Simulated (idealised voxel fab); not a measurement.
process module | voxel fin reveal
cross-section cut | 205 nm wide | cells 5 nm
A cross-section is a grid of square cells, given in bands from the top down. A band is one or more rows of cells.
Each band's line starts with the height of the band's top and of its bottom, in nm. Then come its materials from left to right, each with its width in nm. One material with "throughout" fills the band from edge to edge. "air" is empty space.
Height 0 is the level under which the wafer as received is all one material. The lowest band goes on downwards, as in "0 down".
A width such as "30 to 40" changes by the same amount from each row of cells to the next, from the band's top row to its bottom row.
"no change" after a step means that no cell of the cross-section changed.
closed voids: empty space of 8 cells or more with no open way to the top, each as width x height at its distance from the left edge, in nm
after a step's settings: what the simulator itself notes on the step
overlay nm, on a step with a mask: how far to the right of its planned place the mask lay; to the left if negative
plan
1 op RECEIVE | material Si
2 op CONFORMAL_DEP | material SiN | thk nm 5
3 op DIRECTIONAL_DEP | material aC | thk nm 10
4 op PATTERN | tone cover | mask id FINS | material resist | width nm 15 | pitch nm 45 | thk nm 30 | overlay nm 0
5 op DIRECTIONAL_ETCH | etch materials aC | depth nm 10
6 op STRIP | etch materials resist
7 op DIRECTIONAL_ETCH | etch materials SiN | depth nm 5
8 op DIRECTIONAL_ETCH | etch materials Si | depth nm 35
9 op STRIP | etch materials aC
10 op FILL_DEP | material SiO2 | thk nm 15
11 op CMP | height nm 5
12 op SELECTIVE_ETCH | etch materials SiO2 | depth nm 15
13 op STRIP | etch materials SiN
14 op CONFORMAL_DEP | material HfO2 | thk nm 5
as received, after step 1
  0 down: Si throughout
  closed voids: none
first wafer at the end, as planned
  5 to 0: air 45 | HfO2 25 | air 20 | HfO2 25 | air 20 | HfO2 25 | air 45
  0 to -5: air 45 | HfO2 5 | Si 15 | HfO2 5 | air 20 | HfO2 5 | Si 15 | HfO2 5 | air 20 | HfO2 5 | Si 15 | HfO2 5 | air 45
  -5 to -10: HfO2 50 | Si 15 | HfO2 30 | Si 15 | HfO2 30 | Si 15 | HfO2 50
  -10 to -35: SiO2 50 | Si 15 | SiO2 30 | Si 15 | SiO2 30 | Si 15 | SiO2 50
  -35 down: Si throughout
  closed voids: none
second wafer at the end: like start, like plan, one mistake
  10 to 5: HfO2 55 | air 5 | HfO2 40 | air 5 | HfO2 40 | air 5 | HfO2 55
  5 to 0: aC 50 | HfO2 15 | aC 30 | HfO2 15 | aC 30 | HfO2 15 | aC 50
  0 to -35: aC 50 | Si 15 | aC 30 | Si 15 | aC 30 | Si 15 | aC 50
  -35 down: Si throughout
  closed voids: none
what went wrong: step 10 ran as: op FILL_DEP | material aC | thk nm 15
at the end the second wafer has, in cells: 6 fewer of HfO2 | 160 fewer of SiO2 | 256 more of aC
